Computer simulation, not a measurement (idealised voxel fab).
A process module follows: voxel transistor to metal.
It is cross-section cut that appears here, measuring 165 nm in width, its square cells being 5 nm in size.
A cross-section is written here as square cells arranged in a grid, and it is given in bands from the top down, each band taking up one or more rows of cells. Heads up on the band format: heights come first, top then bottom, in nm. After that it's the materials left to right, each with its width in nm. A single material flagged "full width" fills the whole band edge to edge, and "air" means there's empty space there. Height datum 0, below which the as-received substrate wafer is one material. Lowest band open at the bottom, running downward: "0 down". Read "30->40" as a graded width: first number on top, second number at the bottom, same change between each pair of neighbouring rows. Where a step carries "no alterations made", the cross-section came out of it unchanged, cell for cell. Each empty space that has no open way to the top and spans at least 8 cells appears under "Closed void roster" as width x height at distance, the distance counted from the left edge, all in nm. It should be noted that, on the line of a given step, the content following the step's settings is a remark produced by the simulator itself with respect to that step. What "overlay nm" on a step's line means: if the step has a mask, that mask lay this far to the right of its planned place, or, when the value is negative, to the left.
Plan
1,RECEIVE, material Si
2,OXIDIZE, depth nm 5
3,CONFORMAL_DEP, material SiN, thk nm 10
4,MASKED_ETCH, tone cover, mask id ACTIVE, width nm 115, etch materials SiN, depth nm 10, overlay nm 0
5,MASKED_ETCH, tone cover, mask id ACTIVE, width nm 115, etch materials SiO2, depth nm 5, overlay nm 0
6,MASKED_ETCH, tone cover, mask id ACTIVE, width nm 115, etch materials Si, depth nm 35, overlay nm 0
7,OXIDIZE, depth nm 5
8,FILL_DEP, material SiO2, thk nm 15
9,CMP, height nm 10
10,SELECTIVE_ETCH, etch materials SiO2, depth nm 10
11,STRIP, etch materials SiN
12,SELECTIVE_ETCH, etch materials SiO2, depth nm 5
13,OXIDIZE, depth nm 5
14,DIRECTIONAL_DEP, material polySi, thk nm 25
15,DIRECTIONAL_DEP, material SiCN, thk nm 10
16,MASKED_ETCH, tone cover, mask id GATE, width nm 35, etch materials SiCN, depth nm 20, overlay nm 0
17,MASKED_ETCH, tone cover, mask id GATE, width nm 35, etch materials polySi, depth nm 35, overlay nm 0
18,CONFORMAL_DEP, material SiN, thk nm 10
19,DIRECTIONAL_ETCH, etch materials SiN, depth nm 10
20,DIRECTIONAL_ETCH, etch materials SiO2, depth nm 5
21,DIRECTIONAL_ETCH, etch materials Si, depth nm 5
22,EPI, material SiGe, thk nm 5
23,FILL_DEP, material SiO2, thk nm 10
24,CMP, height nm 20
25,STRIP, etch materials polySi
26,SELECTIVE_ETCH, etch materials SiO2, depth nm 5
27,CONFORMAL_DEP, material HfO2, thk nm 5
28,CONFORMAL_DEP, material TiN, thk nm 5
29,FILL_DEP, material W, thk nm 5
30,CMP, height nm 15
31,DIRECTIONAL_DEP, material SiO2, thk nm 10
32,DIRECTIONAL_DEP, material aC, thk nm 10
33,PATTERN, tone open, mask id CONTACT, material resist, width nm 20, pitch nm 85, thk nm 30, overlay nm 0
34,DIRECTIONAL_ETCH, etch materials aC, depth nm 10
35,STRIP, etch materials resist
36,DIRECTIONAL_ETCH, etch materials SiO2, depth nm 35
37,STRIP, etch materials aC
38,CONFORMAL_DEP, material TiN, thk nm 5
39,FILL_DEP, material W, thk nm 5
40,CMP, height nm 25
41,DIRECTIONAL_DEP, material TiN, thk nm 5
42,DIRECTIONAL_DEP, material W, thk nm 25
43,MASKED_ETCH, tone cover, mask id METAL_1, width nm 20, pitch nm 85, etch materials W, depth nm 25, overlay nm -15
44,MASKED_ETCH, tone cover, mask id METAL_1, width nm 20, pitch nm 85, etch materials TiN, depth nm 5, overlay nm 0
45,CONFORMAL_DEP, material SiN, thk nm 5
46,FILL_DEP, material lowk, thk nm 5
47,CMP, height nm 55
48,CONFORMAL_DEP, material SiCN, thk nm 5
The overlay nm used in step 43 is not the same on every wafer, whereas the starting condition is; the value printed in the plan is the first wafer's.
Incoming state of the first of several wafers in cross-section: after step 1
	0 down = Si full width
	Closed void roster: none
Here's the first of several wafers in cross-section, end of the module, after the last step, step 48
	60 to 55 = SiCN full width
	55 to 35 = lowk: 10, then SiN: 5, then W: 20, then SiN: 5, then lowk: 55, then SiN: 5, then W: 20, then SiN: 5, then lowk: 40
	35 to 30 = lowk: 10, then SiN: 5, then W: 20, then SiN: 20, then lowk: 40, then SiN: 5, then W: 20, then SiN: 20, then lowk: 25
	30 to 25 = SiN: 15, then TiN: 35, then SiN: 50, then TiN: 35, then SiN: 30
	25 to 15 = SiO2: 30, then TiN: 5, then W: 10, then TiN: 5, then SiO2: 65, then TiN: 5, then W: 10, then TiN: 5, then SiO2: 30
	15 to 0 = SiO2: 30, then TiN: 5, then W: 10, then TiN: 5, then SiO2: 5, then SiN: 10, then HfO2: 5, then TiN: 5, then W: 15, then TiN: 5, then HfO2: 5, then SiN: 10, then SiO2: 5, then TiN: 5, then W: 10, then TiN: 5, then SiO2: 30
	0 to -5 = SiO2: 30, then TiN: 5, then W: 10, then TiN: 5, then SiO2: 5, then SiN: 10, then HfO2: 5, then TiN: 25, then HfO2: 5, then SiN: 10, then SiO2: 5, then TiN: 5, then W: 10, then TiN: 5, then SiO2: 30
	-5 to -10 = SiO2: 30, then TiN: 20, then SiGe: 5, then SiO2: 5, then HfO2: 45, then SiO2: 5, then SiGe: 5, then TiN: 20, then SiO2: 30
	-10 to -15 = SiO2: 30, then SiGe: 25, then Si: 55, then SiGe: 25, then SiO2: 30
	-15 to -45 = SiO2: 30, then Si: 105, then SiO2: 30
	-45 down = Si full width
	Closed void roster: none
Cross-section, last wafer, module completion
	60 to 55 = SiCN full width
	55 to 35 = lowk: 40, then SiN: 5, then W: 20, then SiN: 5, then lowk: 55, then SiN: 5, then W: 20, then SiN: 5, then lowk: 10
	35 to 30 = lowk: 25, then SiN: 20, then W: 20, then SiN: 5, then lowk: 40, then SiN: 20, then W: 20, then SiN: 5, then lowk: 10
	30 to 25 = SiN: 30, then TiN: 35, then SiN: 50, then TiN: 35, then SiN: 15
	25 to 15 = SiO2: 30, then TiN: 5, then W: 10, then TiN: 5, then SiO2: 65, then TiN: 5, then W: 10, then TiN: 5, then SiO2: 30
	15 to 0 = SiO2: 30, then TiN: 5, then W: 10, then TiN: 5, then SiO2: 5, then SiN: 10, then HfO2: 5, then TiN: 5, then W: 15, then TiN: 5, then HfO2: 5, then SiN: 10, then SiO2: 5, then TiN: 5, then W: 10, then TiN: 5, then SiO2: 30
	0 to -5 = SiO2: 30, then TiN: 5, then W: 10, then TiN: 5, then SiO2: 5, then SiN: 10, then HfO2: 5, then TiN: 25, then HfO2: 5, then SiN: 10, then SiO2: 5, then TiN: 5, then W: 10, then TiN: 5, then SiO2: 30
	-5 to -10 = SiO2: 30, then TiN: 20, then SiGe: 5, then SiO2: 5, then HfO2: 45, then SiO2: 5, then SiGe: 5, then TiN: 20, then SiO2: 30
	-10 to -15 = SiO2: 30, then SiGe: 25, then Si: 55, then SiGe: 25, then SiO2: 30
	-15 to -45 = SiO2: 30, then Si: 105, then SiO2: 30
	-45 down = Si full width
	Closed void roster: none
The rows of the table below are wafers. Looking at the end of the module, a row counts, for every material, the cells the wafer has gained, shown as (+), or lost, shown as (-), since it was received; its closed voids come next
overlay nm -15 | +17 HfO2 | -160 Si | +33 SiCN | +12 SiGe | +61 SiN | +204 SiO2 | +57 TiN | +73 W | +99 lowk | Closed void roster: none
overlay nm -10 | +17 HfO2 | -160 Si | +33 SiCN | +12 SiGe | +61 SiN | +204 SiO2 | +55 TiN | +73 W | +101 lowk | Closed void roster: none
overlay nm -5 | +17 HfO2 | -160 Si | +33 SiCN | +12 SiGe | +61 SiN | +204 SiO2 | +53 TiN | +73 W | +103 lowk | Closed void roster: none
overlay nm 0 | +17 HfO2 | -160 Si | +33 SiCN | +12 SiGe | +61 SiN | +204 SiO2 | +51 TiN | +73 W | +105 lowk | Closed void roster: none
overlay nm 5 | +17 HfO2 | -160 Si | +33 SiCN | +12 SiGe | +61 SiN | +204 SiO2 | +53 TiN | +73 W | +103 lowk | Closed void roster: none
overlay nm 10 | +17 HfO2 | -160 Si | +33 SiCN | +12 SiGe | +61 SiN | +204 SiO2 | +55 TiN | +73 W | +101 lowk | Closed void roster: none
overlay nm 15 | +17 HfO2 | -160 Si | +33 SiCN | +12 SiGe | +61 SiN | +204 SiO2 | +57 TiN | +73 W | +99 lowk | Closed void roster: none
